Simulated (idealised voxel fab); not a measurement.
Module name: voxel capacitor over wiring (process module)
Section cut is 195 nm wide and gridded with 5 nm square cells.
If you're reading a cross-section in this doc, picture square cells in a grid; it comes to you as bands, top ones listed first down to the bottom, and a band can be one or more rows of cells. What a band's entry tells you: where the top is and where the bottom is, as heights in nm, and after that what lies inside, material by material from left to right, each with its width in nm. Empty space is written as the word "blank", and a single material marked with the word "edge to edge" occupies the band from edge to edge. Height 0 is the level under which the wafer as received is all one material. The lowest band goes on downwards, as in "z 0 and below". The two numbers in a width such as "30->40" mark its ends across the band: the first belongs to the top row of cells, the second to the bottom row, and from each row to the next the width moves by the same amount. When a step is marked "all unchanged", none of the cells in the cross-section changed during that step. Closed-off voids of 8+ cells (no open route to the top) go in "Closed void roster", written width x height at distance from the left edge, in nm. Heads up: the bit after the settings on a step's line is the simulator's remark on that step. overlay nm: mask right of planned place by this much (step with mask). Neg. = left. For the reader: what remains of this document is a series of pairs, each showing a cross-section before one process step and a cross-section after that step which reaches down only to the lowest band that changed, with the step between them and its settings set out under the pair. It should not be assumed that a pair continues from the pair above it; the pairs can come from different runs of this module on the same starting wafer, and such continuity exists only where the entry headed "Pre-step section" says so.
# Pre-step section
- z 50 to 40: lowk=55, then Ru=15, then lowk=125
- z 40 to 35: SiCN=55, then Ru=15, then SiCN=125
- z 35 to 20: lowk=45, then SiCN=5, then W=20, then SiCN=5, then lowk=45, then SiCN=5, then W=20, then SiCN=5, then lowk=45
- z 20 to 15: SiCN=50, then TiN=20, then SiCN=55, then TiN=20, then SiCN=50
- z 15 to 0: SiCN edge to edge
- z 0 and below: Si edge to edge
- Closed void roster: none
# After the Step
- z 55 to 50: TiN edge to edge
- Note: structure below 50 unchanged.
- Closed void roster: none
Step between the pre-process and post-process cross-sections given above: DIRECTIONAL_DEP,material TiN,thk nm 5
Pre-step section: taken from the pair above, after panel.
# After the Step
- z 60 to 55: Al2O3 edge to edge
- Note: structure below 55 unchanged.
- Closed void roster: none
Step between the pre-process and post-process cross-sections given above: DIRECTIONAL_DEP,material Al2O3,thk nm 5
Pre-step section: taken from the pair above, after panel.
# After the Step
- z 70 to 60: TiN edge to edge
- Note: structure below 60 unchanged.
- Closed void roster: none
Step between the pre-process and post-process cross-sections given above: DIRECTIONAL_DEP,material TiN,thk nm 10
Pre-step section: taken from the pair above, after panel.
# After the Step
- z 70 to 60: blank=55, then TiN=60, then blank=80
- Note: structure below 60 unchanged.
- Closed void roster: none
Step between the pre-process and post-process cross-sections given above: MASKED_ETCH,tone cover,mask id UPPER_PLATE,width nm 60,etch materials TiN,depth nm 10,overlay nm 0
Pre-step section: taken from the pair above, after panel.
# After the Step
- z 70 to 60: blank=55, then TiN=60, then blank=80
- z 60 to 55: blank=55, then Al2O3=60, then blank=80
- Note: structure below 55 unchanged.
- Closed void roster: none
Step between the pre-process and post-process cross-sections given above: MASKED_ETCH,tone cover,mask id UPPER_PLATE,width nm 60,etch materials Al2O3,depth nm 5,overlay nm 0
Pre-step section: taken from the pair above, after panel.
# After the Step
- z 85 to 70: blank=55, then aC=60, then blank=80
- z 70 to 60: aC=55, then TiN=60, then aC=80
- z 60 to 55: aC=55, then Al2O3=60, then aC=80
- Note: structure below 55 unchanged.
- Closed void roster: none
Step between the pre-process and post-process cross-sections given above: DIRECTIONAL_DEP,material aC,thk nm 15
Pre-step section: taken from the pair above, after panel.
# After the Step
- z 115 to 85: blank=50, then resist=70, then blank=75
- z 85 to 70: blank=50, then resist=5, then aC=60, then resist=5, then blank=75
- Note: structure below 70 unchanged.
- Closed void roster: none
Step between the pre-process and post-process cross-sections given above: PATTERN,tone cover,mask id LOWER_PLATE,material resist,width nm 70,thk nm 30,overlay nm 0
Pre-step section: taken from the pair above, after panel.
# After the Step
- z 100 to 85: blank=50, then resist=70, then blank=75
- z 85 to 70: blank=50, then resist=5, then aC=60, then resist=5, then blank=75
- z 70 to 60: blank=50, then aC=5, then TiN=60, then aC=5, then blank=75
- z 60 to 55: blank=50, then aC=5, then Al2O3=60, then aC=5, then blank=75
- Note: structure below 55 unchanged.
- Closed void roster: none
Step between the pre-process and post-process cross-sections given above: DIRECTIONAL_ETCH,etch materials aC,depth nm 15
Pre-step section: taken from the pair above, after panel.
# After the Step
- z 85 to 70: blank=55, then aC=60, then blank=80
- Note: structure below 70 unchanged.
- Closed void roster: none
Step between the pre-process and post-process cross-sections given above: STRIP,etch materials resist
Pre-step section: taken from the pair above, after panel.
# After the Step
- z 85 to 70: blank=55, then aC=60, then blank=80
- z 70 to 60: blank=50, then aC=5, then TiN=60, then aC=5, then blank=75
- z 60 to 55: blank=50, then aC=5, then Al2O3=60, then aC=5, then blank=75
- z 55 to 50: blank=50, then TiN=70, then blank=75
- Note: structure below 50 unchanged.
- Closed void roster: none
Step between the pre-process and post-process cross-sections given above: DIRECTIONAL_ETCH,etch materials TiN,depth nm 5
Pre-step section: taken from the pair above, after panel.
# After the Step
- z 70 to 60: blank=55, then TiN=60, then blank=80
- z 60 to 55: blank=55, then Al2O3=60, then blank=80
- Note: structure below 55 unchanged.
- Closed void roster: none
Step between the pre-process and post-process cross-sections given above: STRIP,etch materials aC
Pre-step section: taken from the pair above, after panel.
# After the Step
- z 90 to 70: SiO2 edge to edge
- z 70 to 60: SiO2=55, then TiN=60, then SiO2=80
- z 60 to 55: SiO2=55, then Al2O3=60, then SiO2=80
- z 55 to 50: SiO2=50, then TiN=70, then SiO2=75
- Note: structure below 50 unchanged.
- Closed void roster: none
Step between the pre-process and post-process cross-sections given above: FILL_DEP,material SiO2,thk nm 20
Pre-step section: taken from the pair above, after panel.
# After the Step
- z 85 to 70: SiO2 edge to edge
- Note: structure below 70 unchanged.
- Closed void roster: none
Step between the pre-process and post-process cross-sections given above: CMP,height nm 85
Pre-step section: taken from the pair above, after panel.
# After the Step
- z 85 to 70: SiO2=65, then blank=15, then SiO2=115
- Note: structure below 70 unchanged.
- Closed void roster: none
Step between the pre-process and post-process cross-sections given above: MASKED_ETCH,tone open,mask id PLUG_2,width nm 15,etch materials SiO2,depth nm 15,overlay nm 0
Pre-step section: taken from the pair above, after panel.
# After the Step
- z 90 to 85: TiN=70, then blank=5, then TiN=120
- z 85 to 75: SiO2=65, then TiN=5, then blank=5, then TiN=5, then SiO2=115
- z 75 to 70: SiO2=65, then TiN=15, then SiO2=115
- Note: structure below 70 unchanged.
- Closed void roster: none
Step between the pre-process and post-process cross-sections given above: CONFORMAL_DEP,material TiN,thk nm 5
Pre-step section: taken from the pair above, after panel.
# After the Step
- z 95 to 90: Cu edge to edge
- z 90 to 85: TiN=70, then Cu=5, then TiN=120
- z 85 to 75: SiO2=65, then TiN=5, then Cu=5, then TiN=5, then SiO2=115
- Note: structure below 75 unchanged.
- Closed void roster: none
Step between the pre-process and post-process cross-sections given above: FILL_DEP,material Cu,thk nm 5
Pre-step section: taken from the pair above, after panel.
# After the Step
- z 85 to 75: SiO2=65, then TiN=5, then Cu=5, then TiN=5, then SiO2=115
- Note: structure below 75 unchanged.
- Closed void roster: none
Step between the pre-process and post-process cross-sections given above: CMP,height nm 85
Pre-step section: taken from the pair above, after panel.
# After the Step
- z 90 to 85: SiCN edge to edge
- Note: structure below 85 unchanged.
- Closed void roster: none
Step between the pre-process and post-process cross-sections given above: CONFORMAL_DEP,material SiCN,thk nm 5
# Pre-step section
- z 70 to 60: TiN edge to edge
- z 60 to 55: Al2O3 edge to edge
- z 55 to 50: TiN edge to edge
- z 50 to 40: lowk=55, then Ru=15, then lowk=125
- z 40 to 35: SiCN=55, then Ru=15, then SiCN=125
- z 35 to 20: lowk=45, then SiCN=5, then W=20, then SiCN=5, then lowk=45, then SiCN=5, then W=20, then SiCN=5, then lowk=45
- z 20 to 15: SiCN=50, then TiN=20, then SiCN=55, then TiN=20, then SiCN=50
- z 15 to 0: SiO2 edge to edge
- z 0 and below: Si edge to edge
- Closed void roster: none
# After the Step
- z 70 to 60: TiN=55, then blank=60, then TiN=80
- Note: structure below 60 unchanged.
- Closed void roster: none
Step between the pre-process and post-process cross-sections given above: MASKED_ETCH,tone open,mask id UPPER_PLATE,width nm 60,etch materials TiN,depth nm 10,overlay nm 0
Pre-step section: taken from the pair above, after panel.
# After the Step
- z 85 to 75: aC=55, then blank=60, then aC=80
- z 75 to 70: aC edge to edge
- z 70 to 60: TiN=55, then aC=60, then TiN=80
- Note: structure below 60 unchanged.
- Closed void roster: none
Step between the pre-process and post-process cross-sections given above: DIRECTIONAL_DEP,material aC,thk nm 15
Pre-step section: taken from the pair above, after panel.
# After the Step
- z 115 to 85: blank=50, then resist=70, then blank=75
- z 85 to 75: aC=55, then resist=60, then aC=80
- Note: structure below 75 unchanged.
- Closed void roster: none
Step between the pre-process and post-process cross-sections given above: PATTERN,tone cover,mask id LOWER_PLATE,material resist,width nm 70,thk nm 30,overlay nm 0
Pre-step section: taken from the pair above, after panel.
# After the Step
- z 100 to 85: blank=50, then resist=70, then blank=75
- z 85 to 75: blank=50, then aC=5, then resist=60, then aC=5, then blank=75
- z 75 to 70: blank=50, then aC=70, then blank=75
- Note: structure below 70 unchanged.
- Closed void roster: none
Step between the pre-process and post-process cross-sections given above: DIRECTIONAL_ETCH,etch materials aC,depth nm 15
Pre-step section: taken from the pair above, after panel.
# After the Step
- z 85 to 75: blank=50, then aC=5, then blank=60, then aC=5, then blank=75
- Note: structure below 75 unchanged.
- Closed void roster: none
Step between the pre-process and post-process cross-sections given above: STRIP,etch materials resist
Pre-step section: taken from the pair above, after panel.
# After the Step
- z 85 to 75: blank=50, then aC=5, then blank=60, then aC=5, then blank=75
- z 75 to 70: blank=50, then aC=70, then blank=75
- z 70 to 65: blank=50, then TiN=5, then aC=60, then TiN=5, then blank=75
- Note: structure below 65 unchanged.
- Closed void roster: none
Step between the pre-process and post-process cross-sections given above: DIRECTIONAL_ETCH,etch materials TiN,depth nm 5
Pre-step section: taken from the pair above, after panel.
# After the Step
- z 70 to 65: blank=50, then TiN=5, then blank=60, then TiN=5, then blank=75
- z 65 to 60: TiN=55, then blank=60, then TiN=80
- Note: structure below 60 unchanged.
- Closed void roster: none
Step between the pre-process and post-process cross-sections given above: STRIP,etch materials aC
Pre-step section: taken from the pair above, after panel.
# After the Step
- z 90 to 70: SiO2 edge to edge
- z 70 to 65: SiO2=50, then TiN=5, then SiO2=60, then TiN=5, then SiO2=75
- z 65 to 60: TiN=55, then SiO2=60, then TiN=80
- Note: structure below 60 unchanged.
- Closed void roster: none
Step between the pre-process and post-process cross-sections given above: FILL_DEP,material SiO2,thk nm 20
Pre-step section: taken from the pair above, after panel.
# After the Step
- z 85 to 70: SiO2 edge to edge
- Note: structure below 70 unchanged.
- Closed void roster: none
Step between the pre-process and post-process cross-sections given above: CMP,height nm 85
Pre-step section: taken from the pair above, after panel.
# After the Step
- z 85 to 70: SiO2=65, then blank=15, then SiO2=115
- Note: structure below 70 unchanged.
- Closed void roster: none
Step between the pre-process and post-process cross-sections given above: MASKED_ETCH,tone open,mask id PLUG_2,width nm 15,etch materials SiO2,depth nm 15,overlay nm 0
Pre-step section: taken from the pair above, after panel.
# After the Step
- z 90 to 85: TiN=70, then blank=5, then TiN=120
- z 85 to 75: SiO2=65, then TiN=5, then blank=5, then TiN=5, then SiO2=115
- z 75 to 70: SiO2=65, then TiN=15, then SiO2=115
- Note: structure below 70 unchanged.
- Closed void roster: none
Step between the pre-process and post-process cross-sections given above: CONFORMAL_DEP,material TiN,thk nm 5
Pre-step section: taken from the pair above, after panel.
# After the Step
- z 95 to 90: Cu edge to edge
- z 90 to 85: TiN=70, then Cu=5, then TiN=120
- z 85 to 75: SiO2=65, then TiN=5, then Cu=5, then TiN=5, then SiO2=115
- Note: structure below 75 unchanged.
- Closed void roster: none
Step between the pre-process and post-process cross-sections given above: FILL_DEP,material Cu,thk nm 5
Pre-step section: taken from the pair above, after panel.
# After the Step
- z 85 to 75: SiO2=65, then TiN=5, then Cu=5, then TiN=5, then SiO2=115
- Note: structure below 75 unchanged.
- Closed void roster: none
Step between the pre-process and post-process cross-sections given above: CMP,height nm 85
Pre-step section: taken from the pair above, after panel.
# After the Step
- z 90 to 85: SiCN edge to edge
- Note: structure below 85 unchanged.
- Closed void roster: none
Step between the pre-process and post-process cross-sections given above: CONFORMAL_DEP,material SiCN,thk nm 5
